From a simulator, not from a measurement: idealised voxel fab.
process module | voxel air gaps
cross-section cut | 185 nm wide | cells 5 nm
A cross-section is a grid of square cells, given in bands from the top down. A band is one or more rows of cells.
Each band's line starts with the height of the band's top and of its bottom, in nm. Then come its materials from left to right, each with its width in nm. One material with "throughout" fills the band from edge to edge. "air" is empty space.
Height 0 is the level under which the wafer as received is all one material. The lowest band goes on downwards, as in "0 down".
A width such as "30 to 40" changes by the same amount from each row of cells to the next, from the band's top row to its bottom row.
"no change" after a step means that no cell of the cross-section changed.
closed voids: empty space of 8 cells or more with no open way to the top, each as width x height at its distance from the left edge, in nm
after a step's settings: what the simulator itself notes on the step
overlay nm, on a step with a mask: how far to the right of its planned place the mask lay; to the left if negative
plan
1 op RECEIVE | material Si
2 op CONFORMAL_DEP | material SiO2 | thk nm 15
3 op CONFORMAL_DEP | material SiCN | thk nm 5
4 op DIRECTIONAL_DEP | material lowk | thk nm 40
5 op DIRECTIONAL_DEP | material aC | thk nm 10
6 op PATTERN | tone open | mask id LINES | material resist | width nm 20 | pitch nm 45 | thk nm 30 | overlay nm 0
7 op DIRECTIONAL_ETCH | etch materials aC | depth nm 10
8 op STRIP | etch materials resist
9 op DIRECTIONAL_ETCH | etch materials lowk | depth nm 40
10 op STRIP | etch materials aC
11 op CONFORMAL_DEP | material TiN | thk nm 5
12 op FILL_DEP | material Cu | thk nm 10
13 op CMP | height nm 60
14 op EPI | material Ru | thk nm 10
15 op SELECTIVE_ETCH | etch materials lowk | depth nm 50
16 op CONFORMAL_DEP | material SiCN | thk nm 5
as received, after step 1
  0 down: Si throughout
  closed voids: none
first wafer at the end, as planned
  75 to 70: air 20 | SiCN 140 | air 25
  70 to 60: air 20 | SiCN 5 | Ru 40 | SiCN 5 | Ru 40 | SiCN 5 | Ru 40 | SiCN 5 | air 25
  60 to 55: air 20 | SiCN 15 | TiN 5 | Cu 10 | TiN 5 | SiCN 25 | TiN 5 | Cu 10 | TiN 5 | SiCN 25 | TiN 5 | Cu 10 | TiN 5 | SiCN 15 | air 25
  55 to 25: air 30 | SiCN 5 | TiN 5 | Cu 10 | TiN 5 | SiCN 5 | air 15 | SiCN 5 | TiN 5 | Cu 10 | TiN 5 | SiCN 5 | air 15 | SiCN 5 | TiN 5 | Cu 10 | TiN 5 | SiCN 5 | air 35
  25 to 20: SiCN 35 | TiN 20 | SiCN 25 | TiN 20 | SiCN 25 | TiN 20 | SiCN 40
  20 to 15: SiCN throughout
  15 to 0: SiO2 throughout
  0 down: Si throughout
  closed voids: 15 x 30 at 60; 15 x 30 at 105
second wafer at the end: like start, like plan, one mistake
  75 to 70: air 15 | SiCN 150 | air 20
  70 to 60: air 15 | SiCN 5 | Ru 140 | SiCN 5 | air 20
  60 to 55: air 15 | SiCN 15 | TiN 5 | Cu 20 | TiN 5 | lowk 15 | TiN 5 | Cu 20 | TiN 5 | lowk 15 | TiN 5 | Cu 20 | TiN 5 | SiCN 15 | air 20
  55 to 25: air 25 | SiCN 5 | TiN 5 | Cu 20 | TiN 5 | lowk 15 | TiN 5 | Cu 20 | TiN 5 | lowk 15 | TiN 5 | Cu 20 | TiN 5 | SiCN 5 | air 30
  25 to 20: SiCN 30 | TiN 30 | lowk 15 | TiN 30 | lowk 15 | TiN 30 | SiCN 35
  20 to 15: SiCN throughout
  15 to 0: SiO2 throughout
  0 down: Si throughout
  closed voids: none
what went wrong: step 6 ran as: op PATTERN | tone open | mask id LINES | material resist | width nm 30 | pitch nm 45 | thk nm 30 | overlay nm 0
at the end the second wafer has, in cells: 42 more of Cu | 8 more of Ru | 48 fewer of SiCN | 6 more of TiN | 48 more of lowk
closed voids at the end (first wafer, second wafer): 2, 0
